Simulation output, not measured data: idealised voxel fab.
Presented below is a process module, voxel ribs on slabs.
It is cross-section cut that appears here, measuring 155 nm in width, its square cells being 5 nm in size.
We lay out every cross-section as a grid of square cells and spell it out in bands from the top down, where one band means one or more rows of cells.
Heads up on the band format: heights come first, top then bottom, in nm. After that it's the materials left to right, each with its width in nm. A single material flagged "all across" fills the whole band edge to edge, and "empty" means there's empty space there.
Note: height 0 marks the level under which the wafer is uniformly one material as received. Lowest band unbounded below, written "0 -> down".
The two numbers in a width such as "30->40" mark its ends across the band: the first belongs to the top row of cells, the second to the bottom row, and from each row to the next the width moves by the same amount.
It should be understood that the words "remains unaltered", when stated for a given step, signify that the cross-section underwent no change in any of its cells during that step.
Closed-off voids of 8+ cells (no open route to the top) go in "Trapped voids", written width x height at distance from the left edge, in nm.
The remark found on a step's line after its settings is issued by the simulator itself and pertains to that step.
A step's line can hold "overlay nm"; with a mask on that step, the setting says how far right of the planned place the mask lay, while a negative setting says it lay to the left.
**Set out below are the planned steps of the process**
1,RECEIVE [material Si]
2,DIRECTIONAL_DEP [material SiO2] [thk nm 30]
3,DIRECTIONAL_DEP [material polySi] [thk nm 15]
4,MASKED_ETCH [tone cover] [mask id RIB] [width nm 20] [etch materials polySi] [depth nm 5] [overlay nm 0]
5,MASKED_ETCH [tone cover] [mask id SLAB] [width nm 50] [etch materials polySi] [depth nm 10] [overlay nm 0]
6,FILL_DEP [material SiO2] [thk nm 25]
7,CMP [height nm 60]
8,DIRECTIONAL_DEP [material TiN] [thk nm 5]
9,PATTERN [tone cover] [mask id HEATER] [material resist] [width nm 30] [thk nm 20] [overlay nm 0]
10,DIRECTIONAL_ETCH [etch materials TiN] [depth nm 5]
11,STRIP [etch materials resist]
12,CONFORMAL_DEP [material SiO2] [thk nm 10]
**First wafer of two (run as planned)**
**This is the cross-section of the wafer as we received it, i.e. after step 1**
- 0 -> down: Si all across
- Trapped voids: none
**Cross-section: wafer state after step 2**
- 30 -> 0: SiO2 all across
- At heights below 0, the structure remains unaltered.
**Cross-section: wafer state after step 3**
- 45 -> 30: polySi all across
- At heights below 30, the structure remains unaltered.
**Cross-section: wafer state after step 4**
- 45 -> 40: 65 of empty | 20 of polySi | 70 of empty
- At heights below 40, the structure remains unaltered.
**Cross-section: wafer state after step 5**
- 45 -> 40: 65 of empty | 20 of polySi | 70 of empty
- 40 -> 30: 50 of empty | 50 of polySi | 55 of empty
- At heights below 30, the structure remains unaltered.
**Cross-section: wafer state after step 6**
- 70 -> 45: SiO2 all across
- 45 -> 40: 65 of SiO2 | 20 of polySi | 70 of SiO2
- 40 -> 30: 50 of SiO2 | 50 of polySi | 55 of SiO2
- At heights below 30, the structure remains unaltered.
**Cross-section: wafer state after step 7**
- 60 -> 45: SiO2 all across
- At heights below 45, the structure remains unaltered.
**Cross-section: wafer state after step 8**
- 65 -> 60: TiN all across
- At heights below 60, the structure remains unaltered.
**Cross-section: wafer state after step 9**
- 85 -> 65: 60 of empty | 30 of resist | 65 of empty
- At heights below 65, the structure remains unaltered.
**Cross-section: wafer state after step 10**
- 85 -> 65: 60 of empty | 30 of resist | 65 of empty
- 65 -> 60: 60 of empty | 30 of TiN | 65 of empty
- At heights below 60, the structure remains unaltered.
**Cross-section: wafer state after step 11**
- 65 -> 60: 60 of empty | 30 of TiN | 65 of empty
- At heights below 60, the structure remains unaltered.
**Cross-section: wafer state after step 12**
- 75 -> 70: 50 of empty | 50 of SiO2 | 55 of empty
- 70 -> 65: SiO2 all across
- 65 -> 60: 60 of SiO2 | 30 of TiN | 65 of SiO2
- At heights below 60, the structure remains unaltered.
**The second wafer began exactly as the first did and followed the same plan, but one mistake was made while running it; through step 1 inclusive, the two wafers are identical**
**Second wafer, cross-section, planned end of step 2**
- 30 -> 0: TiN all across
- At heights below 0, the structure remains unaltered.
**Second wafer, cross-section, planned end of step 3**
- 45 -> 30: polySi all across
- At heights below 30, the structure remains unaltered.
**Second wafer, cross-section, planned end of step 4**
- 45 -> 40: 65 of empty | 20 of polySi | 70 of empty
- At heights below 40, the structure remains unaltered.
**Second wafer, cross-section, planned end of step 5**
- 45 -> 40: 65 of empty | 20 of polySi | 70 of empty
- 40 -> 30: 50 of empty | 50 of polySi | 55 of empty
- At heights below 30, the structure remains unaltered.
**Second wafer, cross-section, planned end of step 6**
- 70 -> 45: SiO2 all across
- 45 -> 40: 65 of SiO2 | 20 of polySi | 70 of SiO2
- 40 -> 30: 50 of SiO2 | 50 of polySi | 55 of SiO2
- At heights below 30, the structure remains unaltered.
**Second wafer, cross-section, planned end of step 7**
- 60 -> 45: SiO2 all across
- At heights below 45, the structure remains unaltered.
**Second wafer, cross-section, planned end of step 8**
- 65 -> 60: TiN all across
- At heights below 60, the structure remains unaltered.
**Second wafer, cross-section, planned end of step 9**
- 85 -> 65: 60 of empty | 30 of resist | 65 of empty
- At heights below 65, the structure remains unaltered.
**Second wafer, cross-section, planned end of step 10**
- 85 -> 65: 60 of empty | 30 of resist | 65 of empty
- 65 -> 60: 60 of empty | 30 of TiN | 65 of empty
- At heights below 60, the structure remains unaltered.
**Second wafer, cross-section, planned end of step 11**
- 65 -> 60: 60 of empty | 30 of TiN | 65 of empty
- At heights below 60, the structure remains unaltered.
**Second wafer, cross-section, planned end of step 12**
- 75 -> 70: 50 of empty | 50 of SiO2 | 55 of empty
- 70 -> 65: SiO2 all across
- 65 -> 60: 60 of SiO2 | 30 of TiN | 65 of SiO2
- At heights below 60, the structure remains unaltered.
Deviation noted in wafer processing: step 2 ran differently from the plan; actual operation with settings: DIRECTIONAL_DEP [material TiN] [thk nm 30]
End check, counted in cells, second wafer has more or fewer of these materials than the first: -186 SiO2 | +186 TiN
